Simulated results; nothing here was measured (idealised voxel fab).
Process module name: voxel wiring stack
The figure presents cross-section cut, which has a width of 180 nm and is divided into square cells with an edge length of 5 nm.
Cross-section, as written here: a square-cell grid given band by band from the top down, where a band holds one or more rows of cells.
It is stipulated that each band's entry specify, in nanometres, the height of the top of the band and then that of its bottom, followed by the materials of the band in left-to-right sequence, each together with its width in nanometres. A single material marked by the word "full width" is understood to fill the band from edge to edge; the word "empty" is understood to denote empty space.
Note: height 0 marks the level under which the wafer is uniformly one material as received. Lowest band unbounded below, written "0..down".
The two numbers in a width such as "30->40" mark its ends across the band: the first belongs to the top row of cells, the second to the bottom row, and from each row to the next the width moves by the same amount.
Where a step carries "no alteration", the cross-section came out of it unchanged, cell for cell.
In "Closed void inventory" the enclosed voids are listed, meaning empty spaces of 8 cells or larger without any opening to the top. The form is width x height at distance, distance from the left edge, units nm.
Where a step's line continues beyond its settings, the continuation is a remark by the simulator itself on that step.
overlay nm: right-of-plan distance of the mask on a masked step; negative values mean left-of-plan.

The planned process steps are enumerated hereunder:
step 1: RECEIVE: material Si
step 2: CONFORMAL_DEP: material SiO2, thk nm 10
step 3: DIRECTIONAL_DEP: material TiN, thk nm 5
step 4: DIRECTIONAL_DEP: material Ru, thk nm 20
step 5: PATTERN: tone cover, mask id METAL_1, material resist, width nm 30, pitch nm 45, thk nm 15, overlay nm 0
step 6: DIRECTIONAL_ETCH: etch materials Ru, depth nm 20
step 7: DIRECTIONAL_ETCH: etch materials TiN, depth nm 5
step 8: STRIP: etch materials resist
step 9: FILL_DEP: material lowk, thk nm 5
step 10: CMP: height nm 35
step 11: CONFORMAL_DEP: material SiCN, thk nm 5
step 12: DIRECTIONAL_DEP: material lowk, thk nm 15
step 13: MASKED_ETCH: tone open, mask id PLUG_1, width nm 15, pitch nm 45, etch materials lowk, depth nm 15, overlay nm 0
step 14: MASKED_ETCH: tone open, mask id PLUG_1, width nm 15, pitch nm 45, etch materials SiCN, depth nm 5, overlay nm 0
step 15: CONFORMAL_DEP: material TiN, thk nm 5
step 16: FILL_DEP: material Cu, thk nm 5
step 17: CMP: height nm 55
step 18: DIRECTIONAL_DEP: material TiN, thk nm 5
step 19: DIRECTIONAL_DEP: material W, thk nm 25
step 20: DIRECTIONAL_DEP: material aC, thk nm 15
step 21: PATTERN: tone cover, mask id METAL_2, material resist, width nm 30, pitch nm 45, thk nm 35, overlay nm 0
step 22: DIRECTIONAL_ETCH: etch materials aC, depth nm 15
step 23: STRIP: etch materials resist
step 24: DIRECTIONAL_ETCH: etch materials W, depth nm 25
step 25: DIRECTIONAL_ETCH: etch materials TiN, depth nm 5
step 26: STRIP: etch materials aC
step 27: CONFORMAL_DEP: material SiN, thk nm 5
step 28: FILL_DEP: material lowk, thk nm 10
step 29: CMP: height nm 85
step 30: CONFORMAL_DEP: material SiCN, thk nm 5
step 31: DIRECTIONAL_DEP: material lowk, thk nm 10
step 32: MASKED_ETCH: tone open, mask id PLUG_2, width nm 15, etch materials lowk, depth nm 10, overlay nm 0
step 33: MASKED_ETCH: tone open, mask id PLUG_2, width nm 15, etch materials SiCN, depth nm 5, overlay nm 0
step 34: EPI: material Ru, thk nm 10
step 35: EPI: material Ru, thk nm 5
step 36: DIRECTIONAL_DEP: material TiN, thk nm 5
step 37: DIRECTIONAL_DEP: material W, thk nm 25
step 38: MASKED_ETCH: tone cover, mask id METAL_3, width nm 30, pitch nm 45, etch materials W, depth nm 25, overlay nm 0
step 39: MASKED_ETCH: tone cover, mask id METAL_3, width nm 30, pitch nm 45, etch materials TiN, depth nm 5, overlay nm 0
step 40: FILL_DEP: material lowk, thk nm 5
step 41: CMP: height nm 130
step 42: CONFORMAL_DEP: material SiN, thk nm 5

Run as planned: first of two wafers:

As-received state of the wafer in cross-section, equivalent to post-step 1:
> 0..down = Si full width
> Closed void inventory: none

State of the wafer after step 2, shown in cross-section:
> 10..0 = SiO2 full width
> No changes below 0.

State of the wafer after step 3, shown in cross-section:
> 15..10 = TiN full width
> No changes below 10.

State of the wafer after step 4, shown in cross-section:
> 35..15 = Ru full width
> No changes below 15.

State of the wafer after step 5, shown in cross-section:
> 50..35 = 50 nm empty | 30 nm resist | 15 nm empty | 30 nm resist | 55 nm empty
> No changes below 35.

State of the wafer after step 6, shown in cross-section:
> 50..35 = 50 nm empty | 30 nm resist | 15 nm empty | 30 nm resist | 55 nm empty
> 35..15 = 50 nm empty | 30 nm Ru | 15 nm empty | 30 nm Ru | 55 nm empty
> No changes below 15.

State of the wafer after step 7, shown in cross-section:
> 50..35 = 50 nm empty | 30 nm resist | 15 nm empty | 30 nm resist | 55 nm empty
> 35..15 = 50 nm empty | 30 nm Ru | 15 nm empty | 30 nm Ru | 55 nm empty
> 15..10 = 50 nm empty | 30 nm TiN | 15 nm empty | 30 nm TiN | 55 nm empty
> No changes below 10.

State of the wafer after step 8, shown in cross-section:
> 35..15 = 50 nm empty | 30 nm Ru | 15 nm empty | 30 nm Ru | 55 nm empty
> No changes below 15.

State of the wafer after step 9, shown in cross-section:
> 40..35 = lowk full width
> 35..15 = 50 nm lowk | 30 nm Ru | 15 nm lowk | 30 nm Ru | 55 nm lowk
> 15..10 = 50 nm lowk | 30 nm TiN | 15 nm lowk | 30 nm TiN | 55 nm lowk
> No changes below 10.

State of the wafer after step 10, shown in cross-section:
> 35..15 = 50 nm lowk | 30 nm Ru | 15 nm lowk | 30 nm Ru | 55 nm lowk
> No changes below 15.

State of the wafer after step 11, shown in cross-section:
> 40..35 = SiCN full width
> No changes below 35.

State of the wafer after step 12, shown in cross-section:
> 55..40 = lowk full width
> No changes below 40.

State of the wafer after step 13, shown in cross-section:
> 55..40 = 50 nm lowk | 15 nm empty | 30 nm lowk | 15 nm empty | 70 nm lowk
> No changes below 40.

State of the wafer after step 14, shown in cross-section:
> 55..40 = 50 nm lowk | 15 nm empty | 30 nm lowk | 15 nm empty | 70 nm lowk
> 40..35 = 50 nm SiCN | 15 nm empty | 30 nm SiCN | 15 nm empty | 70 nm SiCN
> No changes below 35.

State of the wafer after step 15, shown in cross-section:
> 60..55 = 55 nm TiN | 5 nm empty | 40 nm TiN | 5 nm empty | 75 nm TiN
> 55..40 = 50 nm lowk | 5 nm TiN | 5 nm empty | 5 nm TiN | 30 nm lowk | 5 nm TiN | 5 nm empty | 5 nm TiN | 70 nm lowk
> 40..35 = 50 nm SiCN | 15 nm TiN | 30 nm SiCN | 15 nm TiN | 70 nm SiCN
> No changes below 35.

State of the wafer after step 16, shown in cross-section:
> 65..60 = Cu full width
> 60..55 = 55 nm TiN | 5 nm Cu | 40 nm TiN | 5 nm Cu | 75 nm TiN
> 55..40 = 50 nm lowk | 5 nm TiN | 5 nm Cu | 5 nm TiN | 30 nm lowk | 5 nm TiN | 5 nm Cu | 5 nm TiN | 70 nm lowk
> No changes below 40.

State of the wafer after step 17, shown in cross-section:
> 55..40 = 50 nm lowk | 5 nm TiN | 5 nm Cu | 5 nm TiN | 30 nm lowk | 5 nm TiN | 5 nm Cu | 5 nm TiN | 70 nm lowk
> No changes below 40.

State of the wafer after step 18, shown in cross-section:
> 60..55 = TiN full width
> No changes below 55.

State of the wafer after step 19, shown in cross-section:
> 85..60 = W full width
> No changes below 60.

State of the wafer after step 20, shown in cross-section:
> 100..85 = aC full width
> No changes below 85.

State of the wafer after step 21, shown in cross-section:
> 135..100 = 50 nm empty | 30 nm resist | 15 nm empty | 30 nm resist | 55 nm empty
> No changes below 100.

State of the wafer after step 22, shown in cross-section:
> 120..100 = 50 nm empty | 30 nm resist | 15 nm empty | 30 nm resist | 55 nm empty
> 100..85 = 50 nm empty | 30 nm aC | 15 nm empty | 30 nm aC | 55 nm empty
> No changes below 85.

State of the wafer after step 23, shown in cross-section:
> 100..85 = 50 nm empty | 30 nm aC | 15 nm empty | 30 nm aC | 55 nm empty
> No changes below 85.

State of the wafer after step 24, shown in cross-section:
> 100..85 = 50 nm empty | 30 nm aC | 15 nm empty | 30 nm aC | 55 nm empty
> 85..60 = 50 nm empty | 30 nm W | 15 nm empty | 30 nm W | 55 nm empty
> No changes below 60.

State of the wafer after step 25, shown in cross-section:
> 100..85 = 50 nm empty | 30 nm aC | 15 nm empty | 30 nm aC | 55 nm empty
> 85..60 = 50 nm empty | 30 nm W | 15 nm empty | 30 nm W | 55 nm empty
> 60..55 = 50 nm empty | 30 nm TiN | 15 nm empty | 30 nm TiN | 55 nm empty
> No changes below 55.

State of the wafer after step 26, shown in cross-section:
> 85..60 = 50 nm empty | 30 nm W | 15 nm empty | 30 nm W | 55 nm empty
> No changes below 60.

State of the wafer after step 27, shown in cross-section:
> 90..85 = 45 nm empty | 40 nm SiN | 5 nm empty | 40 nm SiN | 50 nm empty
> 85..60 = 45 nm empty | 5 nm SiN | 30 nm W | 5 nm SiN | 5 nm empty | 5 nm SiN | 30 nm W | 5 nm SiN | 50 nm empty
> 60..55 = 50 nm SiN | 30 nm TiN | 15 nm SiN | 30 nm TiN | 55 nm SiN
> No changes below 55.

State of the wafer after step 28, shown in cross-section:
> 100..90 = lowk full width
> 90..85 = 45 nm lowk | 40 nm SiN | 5 nm lowk | 40 nm SiN | 50 nm lowk
> 85..60 = 45 nm lowk | 5 nm SiN | 30 nm W | 5 nm SiN | 5 nm lowk | 5 nm SiN | 30 nm W | 5 nm SiN | 50 nm lowk
> No changes below 60.

State of the wafer after step 29, shown in cross-section:
> 85..60 = 45 nm lowk | 5 nm SiN | 30 nm W | 5 nm SiN | 5 nm lowk | 5 nm SiN | 30 nm W | 5 nm SiN | 50 nm lowk
> No changes below 60.

State of the wafer after step 30, shown in cross-section:
> 90..85 = SiCN full width
> No changes below 85.

State of the wafer after step 31, shown in cross-section:
> 100..90 = lowk full width
> No changes below 90.

State of the wafer after step 32, shown in cross-section:
> 100..90 = 50 nm lowk | 15 nm empty | 115 nm lowk
> No changes below 90.

State of the wafer after step 33, shown in cross-section:
> 100..90 = 50 nm lowk | 15 nm empty | 115 nm lowk
> 90..85 = 50 nm SiCN | 15 nm empty | 115 nm SiCN
> No changes below 85.

State of the wafer after step 34, shown in cross-section:
> 100..95 = 50 nm lowk | 15 nm empty | 115 nm lowk
> 95..90 = 50 nm lowk | 15 nm Ru | 115 nm lowk
> 90..85 = 50 nm SiCN | 15 nm Ru | 115 nm SiCN
> No changes below 85.

State of the wafer after step 35, shown in cross-section:
> 100..90 = 50 nm lowk | 15 nm Ru | 115 nm lowk
> No changes below 90.

State of the wafer after step 36, shown in cross-section:
> 105..100 = TiN full width
> No changes below 100.

State of the wafer after step 37, shown in cross-section:
> 130..105 = W full width
> No changes below 105.

State of the wafer after step 38, shown in cross-section:
> 130..105 = 50 nm empty | 30 nm W | 15 nm empty | 30 nm W | 55 nm empty
> No changes below 105.

State of the wafer after step 39, shown in cross-section:
> 130..105 = 50 nm empty | 30 nm W | 15 nm empty | 30 nm W | 55 nm empty
> 105..100 = 50 nm empty | 30 nm TiN | 15 nm empty | 30 nm TiN | 55 nm empty
> No changes below 100.

State of the wafer after step 40, shown in cross-section:
> 135..130 = lowk full width
> 130..105 = 50 nm lowk | 30 nm W | 15 nm lowk | 30 nm W | 55 nm lowk
> 105..100 = 50 nm lowk | 30 nm TiN | 15 nm lowk | 30 nm TiN | 55 nm lowk
> No changes below 100.

State of the wafer after step 41, shown in cross-section:
> 130..105 = 50 nm lowk | 30 nm W | 15 nm lowk | 30 nm W | 55 nm lowk
> No changes below 105.

State of the wafer after step 42, shown in cross-section:
> 135..130 = SiN full width
> No changes below 130.

For the second wafer, take the first wafer's start and plan, then add one mistake made in running it; everything through step 37, that step included, is shared with the first:

Second wafer shown in cross-section at the time step 38 was slated to end:
> 130..105 = 50 nm W | 30 nm empty | 15 nm W | 30 nm empty | 55 nm W
> No changes below 105.

Second wafer shown in cross-section at the time step 39 was slated to end: no alteration

Second wafer shown in cross-section at the time step 40 was slated to end:
> 135..130 = lowk full width
> 130..105 = 50 nm W | 30 nm lowk | 15 nm W | 30 nm lowk | 55 nm W
> No changes below 105.

Second wafer shown in cross-section at the time step 41 was slated to end:
> 130..105 = 50 nm W | 30 nm lowk | 15 nm W | 30 nm lowk | 55 nm W
> No changes below 105.

Second wafer shown in cross-section at the time step 42 was slated to end:
> 135..130 = SiN full width
> No changes below 130.
It is concluded that the wafer was processed incorrectly with respect to the plan, in that off-plan run, step 38, actual operation and settings MASKED_ETCH: tone open, mask id METAL_3, width nm 30, pitch nm 45, etch materials W, depth nm 25, overlay nm 0
At the finish, the second wafer shows more or fewer cells for some materials than the first does: +24 TiN, +60 W, -84 lowk
